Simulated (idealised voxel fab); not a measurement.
Documented hereafter: the process module known as voxel capacitor over wiring.
This is section cut - it's 285 nm across, gridded in 5 nm square cells.
Square cells in a grid make up a cross-section in this document, and the grid is given as bands, listed from the top down, each one or more rows of cells. A band entry consists of two parts. The first gives the height of the band's top and the height of its bottom, in nm. The rest lists the band's materials from left to right, each with its width in nm. A single material labelled with the word "all across" fills the band from edge to edge, and the word "air" marks empty space. Heights from 0 (as-received wafer is one material below). Bottom band endless downward, as "0..down". Read "30->40" as a graded width: first number on top, second number at the bottom, same change between each pair of neighbouring rows. Where the words "no modification" appear for a step, the cross-section shows no cell changed by that step; every cell remained as before. "Fully sealed cavities" lists enclosed empty spaces (at least 8 cells, no open path upward to the top), each as width x height at distance from the left edge, in nm. after a step's settings: what the simulator itself notes on the step. For masked steps, "overlay nm" on the step line gives how far right of plan the mask actually lay; a minus sign means it lay to the left.

### Here's what the planned process steps look like
1 RECEIVE, material Si
2 CONFORMAL_DEP, material SiO2, thk nm 10
3 DIRECTIONAL_DEP, material TiN, thk nm 5
4 DIRECTIONAL_DEP, material Ru, thk nm 25
5 PATTERN, tone cover, mask id METAL_1, material resist, width nm 20, pitch nm 75, thk nm 20, overlay nm 0
6 DIRECTIONAL_ETCH, etch materials Ru, depth nm 25
7 DIRECTIONAL_ETCH, etch materials TiN, depth nm 5
8 STRIP, etch materials resist
9 CONFORMAL_DEP, material SiN, thk nm 5
10 FILL_DEP, material lowk, thk nm 5
11 CMP, height nm 40
12 CONFORMAL_DEP, material SiCN, thk nm 5
13 DIRECTIONAL_DEP, material SiO2, thk nm 20
14 DIRECTIONAL_DEP, material aC, thk nm 10
15 PATTERN, tone open, mask id PLUG_1, material resist, width nm 15, thk nm 30, overlay nm 0
16 DIRECTIONAL_ETCH, etch materials aC, depth nm 10
17 STRIP, etch materials resist
18 DIRECTIONAL_ETCH, etch materials SiO2, depth nm 20
19 DIRECTIONAL_ETCH, etch materials SiCN, depth nm 5
20 STRIP, etch materials aC
21 EPI, material Ru, thk nm 10
22 EPI, material Ru, thk nm 10
23 EPI, material Ru, thk nm 5
24 DIRECTIONAL_DEP, material TiN, thk nm 10
25 DIRECTIONAL_DEP, material Al2O3, thk nm 5
26 DIRECTIONAL_DEP, material TiN, thk nm 5
27 DIRECTIONAL_DEP, material aC, thk nm 15
28 PATTERN, tone cover, mask id UPPER_PLATE, material resist, width nm 60, thk nm 35, overlay nm 0
29 DIRECTIONAL_ETCH, etch materials aC, depth nm 15
30 STRIP, etch materials resist
31 DIRECTIONAL_ETCH, etch materials TiN, depth nm 5
32 DIRECTIONAL_ETCH, etch materials Al2O3, depth nm 5
33 STRIP, etch materials aC
34 MASKED_ETCH, tone cover, mask id LOWER_PLATE, width nm 70, etch materials TiN, depth nm 10, overlay nm 0
35 FILL_DEP, material SiO2, thk nm 20
36 CMP, height nm 100
37 PATTERN, tone open, mask id PLUG_2, material resist, width nm 15, thk nm 15, overlay nm 0
38 DIRECTIONAL_ETCH, etch materials SiO2, depth nm 15
39 STRIP, etch materials resist
40 CONFORMAL_DEP, material TiN, thk nm 5
41 FILL_DEP, material Cu, thk nm 5
42 CMP, height nm 100
43 CONFORMAL_DEP, material SiN, thk nm 5

### Wafer as received: cross-section following step 1
* 0..down  Si all across
* Fully sealed cavities: none

### This is how the wafer looks in cross-section once the module is done, given the starting state and plan above and one mistake in carrying the plan out
* 105..100  SiN all across
* 100..90  SiO2 95 | TiN 70 | SiO2 120
* 90..45  Ru all across
* 45..40  SiCN all across
* 40..15  lowk 90 | SiN 5 | Ru 20 | SiN 5 | lowk 45 | SiN 5 | Ru 20 | SiN 5 | lowk 90
* 15..10  SiN 95 | TiN 20 | SiN 55 | TiN 20 | SiN 95
* 10..0  SiO2 all across
* 0..down  Si all across
* Fully sealed cavities: none
what went wrong: step 13: run off-plan, actual operation and settings DIRECTIONAL_DEP, material Ru, thk nm 20
